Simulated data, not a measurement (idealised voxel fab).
Herein follows the process module entitled voxel self aligned vias.
We display cut, a cross-section 220 nm in width whose square cells are each 5 nm.
Throughout this document, each cross-section is represented as a grid of square cells and is presented as a sequence of bands enumerated from the top downward, where a band comprises one or more rows of cells.
Look at the band entry: it leads with the top's height and the bottom's height in nm. Then it lists the materials left to right, with a width in nm for each. The word "edge to edge" on a single material says that material fills the band edge to edge. The word "blank" is empty space.
Height datum 0, below which the as-received substrate wafer is one material. Lowest band open at the bottom, running downward: "0 nm and below".
A width such as "30..40" changes by the same amount from each row of cells to the next, from the band's top row to its bottom row.
What does "remained unchanged" mean for a step? It means no cell of the cross-section changed in that step.
Each empty space that has no open way to the top and spans at least 8 cells appears under "Closed-off voids" as width x height at distance, the distance counted from the left edge, all in nm.
What comes after the settings on a step's line is commentary from the simulator itself on that step.
overlay nm: mask right of planned place by this much (step with mask). Neg. = left.
# List of planned process steps
1) RECEIVE,material Si
2) CONFORMAL_DEP,material SiO2,thk nm 10
3) CONFORMAL_DEP,material SiCN,thk nm 5
4) DIRECTIONAL_DEP,material lowk,thk nm 20
5) PATTERN,tone open,mask id LINES,material resist,width nm 25,pitch nm 70,thk nm 20,overlay nm 0
6) DIRECTIONAL_ETCH,etch materials lowk,depth nm 20
7) STRIP,etch materials resist
8) CONFORMAL_DEP,material TiN,thk nm 5
9) FILL_DEP,material Ru,thk nm 5
10) CMP,height nm 35
11) SELECTIVE_ETCH,etch materials W Ru TiN,depth nm 10
12) FILL_DEP,material SiN,thk nm 5
13) CMP,height nm 35
14) DIRECTIONAL_DEP,material lowk,thk nm 20
15) DIRECTIONAL_DEP,material aC,thk nm 10
16) PATTERN,tone open,mask id VIAS,material resist,width nm 45,pitch nm 70,thk nm 25,overlay nm 0
17) DIRECTIONAL_ETCH,etch materials aC,depth nm 10
18) STRIP,etch materials resist
19) DIRECTIONAL_ETCH,etch materials lowk,depth nm 20
20) DIRECTIONAL_ETCH,etch materials SiN,depth nm 10
21) STRIP,etch materials aC
22) CONFORMAL_DEP,material TiN,thk nm 5
23) FILL_DEP,material Ru,thk nm 10
24) CMP,height nm 55
25) CONFORMAL_DEP,material SiCN,thk nm 5
# Delivered wafer in cross-section: state after step 1
0 nm and below: Si edge to edge
Closed-off voids: none
# Cross-section, first of two wafers, end of module, run as planned
60 nm to 55 nm: SiCN edge to edge
55 nm to 40 nm: 50 of lowk | 5 of TiN | 35 of Ru | 5 of TiN | 25 of lowk | 5 of TiN | 35 of Ru | 5 of TiN | 55 of lowk
40 nm to 30 nm: 50..60 of lowk | 15..5 of TiN | 15 of Ru | 15..5 of TiN | 25..45 of lowk | 15..5 of TiN | 15 of Ru | 15..5 of TiN | 55..65 of lowk
30 nm to 25 nm: 60 of lowk | 25 of TiN | 45 of lowk | 25 of TiN | 65 of lowk
25 nm to 20 nm: 60 of lowk | 5 of TiN | 15 of Ru | 5 of TiN | 45 of lowk | 5 of TiN | 15 of Ru | 5 of TiN | 65 of lowk
20 nm to 15 nm: 60 of lowk | 25 of TiN | 45 of lowk | 25 of TiN | 65 of lowk
15 nm to 10 nm: SiCN edge to edge
10 nm to 0 nm: SiO2 edge to edge
0 nm and below: Si edge to edge
Closed-off voids: none
# Module end: cross-section of wafer two of two. Same start and process plan as the first wafer. One mistake during execution
50 nm to 45 nm: SiCN edge to edge
45 nm to 35 nm: 50 of lowk | 5..15 of TiN | 35..15 of Ru | 5..15 of TiN | 25 of lowk | 5..15 of TiN | 35..15 of Ru | 5..15 of TiN | 55 of lowk
35 nm to 30 nm: 60 of lowk | 5 of TiN | 15 of Ru | 5 of TiN | 45 of lowk | 5 of TiN | 15 of Ru | 5 of TiN | 65 of lowk
30 nm to 25 nm: 60 of lowk | 25 of TiN | 45 of lowk | 25 of TiN | 65 of lowk
25 nm to 20 nm: 60 of lowk | 5 of TiN | 15 of Ru | 5 of TiN | 45 of lowk | 5 of TiN | 15 of Ru | 5 of TiN | 65 of lowk
20 nm to 15 nm: 60 of lowk | 25 of TiN | 45 of lowk | 25 of TiN | 65 of lowk
15 nm to 10 nm: SiCN edge to edge
10 nm to 0 nm: SiO2 edge to edge
0 nm and below: Si edge to edge
Closed-off voids: none
Deviation from plan: note that step 24 departed from the planned setting and was carried out as CMP,height nm 45
Wafer comparison, final, in cells, second relative to first, materials more or fewer: Ru: 28 fewer; TiN: 8 fewer; lowk: 52 fewer
